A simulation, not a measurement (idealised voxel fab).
The following is a process module called voxel self aligned vias.
Pictured: cross-section cut, 185 nm wide, on a grid of 5 nm square cells.
Think of the cross-section as a grid of square cells. We describe it in bands, top to bottom, and each band covers one or more rows of those cells. What a band's entry tells you: where the top is and where the bottom is, as heights in nm, and after that what lies inside, material by material from left to right, each with its width in nm. Empty space is written as the word "blank", and a single material marked with the word "edge to edge" occupies the band from edge to edge. The level at which height equals 0 is the one under which the wafer, as it arrives, is entirely one material. No lower edge exists for the bottom band, which continues downward and is notated as in "0 and below". Read "30..40" as a graded width: first number on top, second number at the bottom, same change between each pair of neighbouring rows. Any step labelled "no alterations made" changed none of the cells in the cross-section. Any empty space of 8 cells or more lacking an open way to the top shows up in "Closed voids list" as width x height at distance, distance from the left edge, in nm. Read whatever lies past the settings on a step's line as the simulator's own remark about the step. For masked steps, "overlay nm" on the step line gives how far right of plan the mask actually lay; a minus sign means it lay to the left.

## Process steps foreseen in the plan
step 1: RECEIVE: material Si
step 2: CONFORMAL_DEP: material SiO2, thk nm 15
step 3: CONFORMAL_DEP: material SiCN, thk nm 5
step 4: DIRECTIONAL_DEP: material SiO2, thk nm 20
step 5: DIRECTIONAL_DEP: material aC, thk nm 15
step 6: PATTERN: tone open, mask id LINES, material resist, width nm 20, pitch nm 70, thk nm 35, overlay nm 0
step 7: DIRECTIONAL_ETCH: etch materials aC, depth nm 15
step 8: STRIP: etch materials resist
step 9: DIRECTIONAL_ETCH: etch materials SiO2, depth nm 20
step 10: STRIP: etch materials aC
step 11: CONFORMAL_DEP: material TiN, thk nm 5
step 12: FILL_DEP: material W, thk nm 5
step 13: CMP: height nm 40
step 14: SELECTIVE_ETCH: etch materials W Ru TiN, depth nm 5
step 15: FILL_DEP: material SiN, thk nm 5
step 16: CMP: height nm 40
step 17: DIRECTIONAL_DEP: material SiO2, thk nm 20
step 18: DIRECTIONAL_DEP: material aC, thk nm 15
step 19: PATTERN: tone open, mask id VIAS, material resist, width nm 40, thk nm 30, overlay nm 0
step 20: DIRECTIONAL_ETCH: etch materials aC, depth nm 15
step 21: STRIP: etch materials resist
step 22: DIRECTIONAL_ETCH: etch materials SiO2, depth nm 20
step 23: DIRECTIONAL_ETCH: etch materials SiN, depth nm 5
step 24: STRIP: etch materials aC
step 25: CONFORMAL_DEP: material TiN, thk nm 5
step 26: FILL_DEP: material Cu, thk nm 5
step 27: CMP: height nm 60
step 28: CONFORMAL_DEP: material SiCN, thk nm 5

## First wafer of two (run as planned)

## Received-state cross-section, reflecting completion of step 1
    0 and below  Si edge to edge
    Closed voids list: none

## Wafer xsec, post step 2
    15 down to 0  SiO2 edge to edge
    Anything lower than 0 is untouched.

## Wafer xsec, post step 3
    20 down to 15  SiCN edge to edge
    Anything lower than 15 is untouched.

## Wafer xsec, post step 4
    40 down to 20  SiO2 edge to edge
    Anything lower than 20 is untouched.

## Wafer xsec, post step 5
    55 down to 40  aC edge to edge
    Anything lower than 40 is untouched.

## Wafer xsec, post step 6
    90 down to 55  45 nm resist | 20 nm blank | 50 nm resist | 20 nm blank | 50 nm resist
    Anything lower than 55 is untouched.

## Wafer xsec, post step 7
    75 down to 55  45 nm resist | 20 nm blank | 50 nm resist | 20 nm blank | 50 nm resist
    55 down to 40  45 nm aC | 20 nm blank | 50 nm aC | 20 nm blank | 50 nm aC
    Anything lower than 40 is untouched.

## Wafer xsec, post step 8
    55 down to 40  45 nm aC | 20 nm blank | 50 nm aC | 20 nm blank | 50 nm aC
    Anything lower than 40 is untouched.

## Wafer xsec, post step 9
    55 down to 40  45 nm aC | 20 nm blank | 50 nm aC | 20 nm blank | 50 nm aC
    40 down to 20  45 nm SiO2 | 20 nm blank | 50 nm SiO2 | 20 nm blank | 50 nm SiO2
    Anything lower than 20 is untouched.

## Wafer xsec, post step 10
    40 down to 20  45 nm SiO2 | 20 nm blank | 50 nm SiO2 | 20 nm blank | 50 nm SiO2
    Anything lower than 20 is untouched.

## Wafer xsec, post step 11
    45 down to 40  50 nm TiN | 10 nm blank | 60 nm TiN | 10 nm blank | 55 nm TiN
    40 down to 25  45 nm SiO2 | 5 nm TiN | 10 nm blank | 5 nm TiN | 50 nm SiO2 | 5 nm TiN | 10 nm blank | 5 nm TiN | 50 nm SiO2
    25 down to 20  45 nm SiO2 | 20 nm TiN | 50 nm SiO2 | 20 nm TiN | 50 nm SiO2
    Anything lower than 20 is untouched.

## Wafer xsec, post step 12
    50 down to 45  W edge to edge
    45 down to 40  50 nm TiN | 10 nm W | 60 nm TiN | 10 nm W | 55 nm TiN
    40 down to 25  45 nm SiO2 | 5 nm TiN | 10 nm W | 5 nm TiN | 50 nm SiO2 | 5 nm TiN | 10 nm W | 5 nm TiN | 50 nm SiO2
    Anything lower than 25 is untouched.

## Wafer xsec, post step 13
    40 down to 25  45 nm SiO2 | 5 nm TiN | 10 nm W | 5 nm TiN | 50 nm SiO2 | 5 nm TiN | 10 nm W | 5 nm TiN | 50 nm SiO2
    Anything lower than 25 is untouched.

## Wafer xsec, post step 14
    40 down to 35  45 nm SiO2 | 20 nm blank | 50 nm SiO2 | 20 nm blank | 50 nm SiO2
    Anything lower than 35 is untouched.

## Wafer xsec, post step 15
    45 down to 40  SiN edge to edge
    40 down to 35  45 nm SiO2 | 20 nm SiN | 50 nm SiO2 | 20 nm SiN | 50 nm SiO2
    Anything lower than 35 is untouched.

## Wafer xsec, post step 16
    40 down to 35  45 nm SiO2 | 20 nm SiN | 50 nm SiO2 | 20 nm SiN | 50 nm SiO2
    Anything lower than 35 is untouched.

## Wafer xsec, post step 17
    60 down to 40  SiO2 edge to edge
    Anything lower than 40 is untouched.

## Wafer xsec, post step 18
    75 down to 60  aC edge to edge
    Anything lower than 60 is untouched.

## Wafer xsec, post step 19
    105 down to 75  35 nm resist | 40 nm blank | 110 nm resist
    Anything lower than 75 is untouched.

## Wafer xsec, post step 20
    90 down to 75  35 nm resist | 40 nm blank | 110 nm resist
    75 down to 60  35 nm aC | 40 nm blank | 110 nm aC
    Anything lower than 60 is untouched.

## Wafer xsec, post step 21
    75 down to 60  35 nm aC | 40 nm blank | 110 nm aC
    Anything lower than 60 is untouched.

## Wafer xsec, post step 22
    75 down to 60  35 nm aC | 40 nm blank | 110 nm aC
    60 down to 40  35 nm SiO2 | 40 nm blank | 110 nm SiO2
    Anything lower than 40 is untouched.

## Wafer xsec, post step 23
    75 down to 60  35 nm aC | 40 nm blank | 110 nm aC
    60 down to 40  35 nm SiO2 | 40 nm blank | 110 nm SiO2
    40 down to 35  45 nm SiO2 | 20 nm blank | 50 nm SiO2 | 20 nm SiN | 50 nm SiO2
    Anything lower than 35 is untouched.

## Wafer xsec, post step 24
    60 down to 40  35 nm SiO2 | 40 nm blank | 110 nm SiO2
    Anything lower than 40 is untouched.

## Wafer xsec, post step 25
    65 down to 60  40 nm TiN | 30 nm blank | 115 nm TiN
    60 down to 45  35 nm SiO2 | 5 nm TiN | 30 nm blank | 5 nm TiN | 110 nm SiO2
    45 down to 40  35 nm SiO2 | 15 nm TiN | 10 nm blank | 15 nm TiN | 110 nm SiO2
    40 down to 35  45 nm SiO2 | 20 nm TiN | 50 nm SiO2 | 20 nm SiN | 50 nm SiO2
    Anything lower than 35 is untouched.

## Wafer xsec, post step 26
    70 down to 65  Cu edge to edge
    65 down to 60  40 nm TiN | 30 nm Cu | 115 nm TiN
    60 down to 45  35 nm SiO2 | 5 nm TiN | 30 nm Cu | 5 nm TiN | 110 nm SiO2
    45 down to 40  35 nm SiO2 | 15 nm TiN | 10 nm Cu | 15 nm TiN | 110 nm SiO2
    Anything lower than 40 is untouched.

## Wafer xsec, post step 27
    60 down to 45  35 nm SiO2 | 5 nm TiN | 30 nm Cu | 5 nm TiN | 110 nm SiO2
    Anything lower than 45 is untouched.

## Wafer xsec, post step 28
    65 down to 60  SiCN edge to edge
    Anything lower than 60 is untouched.

## Second wafer, same starting state and plan as the first, one mistake in the run, identical through step 21

## Second wafer, cut view, end of step 22 per plan
    75 down to 60  35 nm aC | 40 nm blank | 110 nm aC
    60 down to 40  35 nm SiO2 | 40 nm blank | 110 nm SiO2
    40 down to 35  35 nm SiO2 | 10 nm blank | 20 nm SiN | 10 nm blank | 40 nm SiO2 | 20 nm SiN | 50 nm SiO2
    35 down to 30  35 nm SiO2 | 10 nm blank | 5 nm TiN | 10 nm W | 5 nm TiN | 10 nm blank | 40 nm SiO2 | 5 nm TiN | 10 nm W | 5 nm TiN | 50 nm SiO2
    Anything lower than 30 is untouched.

## Second wafer, cut view, end of step 23 per plan
    75 down to 60  35 nm aC | 40 nm blank | 110 nm aC
    60 down to 40  35 nm SiO2 | 40 nm blank | 110 nm SiO2
    40 down to 35  35 nm SiO2 | 40 nm blank | 40 nm SiO2 | 20 nm SiN | 50 nm SiO2
    Anything lower than 35 is untouched.

## Second wafer, cut view, end of step 24 per plan
    60 down to 40  35 nm SiO2 | 40 nm blank | 110 nm SiO2
    Anything lower than 40 is untouched.

## Second wafer, cut view, end of step 25 per plan
    65 down to 60  40 nm TiN | 30 nm blank | 115 nm TiN
    60 down to 40  35 nm SiO2 | 5 nm TiN | 30 nm blank | 5 nm TiN | 110 nm SiO2
    40 down to 35  35 nm SiO2 | 40 nm TiN | 40 nm SiO2 | 20 nm SiN | 50 nm SiO2
    35 down to 25  35..45 nm SiO2 | 15..5 nm TiN | 10 nm W | 15..5 nm TiN | 40..50 nm SiO2 | 5 nm TiN | 10 nm W | 5 nm TiN | 50 nm SiO2
    Anything lower than 25 is untouched.

## Second wafer, cut view, end of step 26 per plan
    70 down to 65  Cu edge to edge
    65 down to 60  40 nm TiN | 30 nm Cu | 115 nm TiN
    60 down to 40  35 nm SiO2 | 5 nm TiN | 30 nm Cu | 5 nm TiN | 110 nm SiO2
    Anything lower than 40 is untouched.

## Second wafer, cut view, end of step 27 per plan
    60 down to 40  35 nm SiO2 | 5 nm TiN | 30 nm Cu | 5 nm TiN | 110 nm SiO2
    Anything lower than 40 is untouched.

## Second wafer, cut view, end of step 28 per plan
    65 down to 60  SiCN edge to edge
    Anything lower than 60 is untouched.
What was done differently from what was planned? so step 22 ended up running with a different setting than we planned, it ran as DIRECTIONAL_ETCH: etch materials SiO2, depth nm 30
Final tally in cells, some materials are higher or lower on the second wafer than on the first: Cu: 4 more; SiO2: 8 fewer; TiN: 4 more
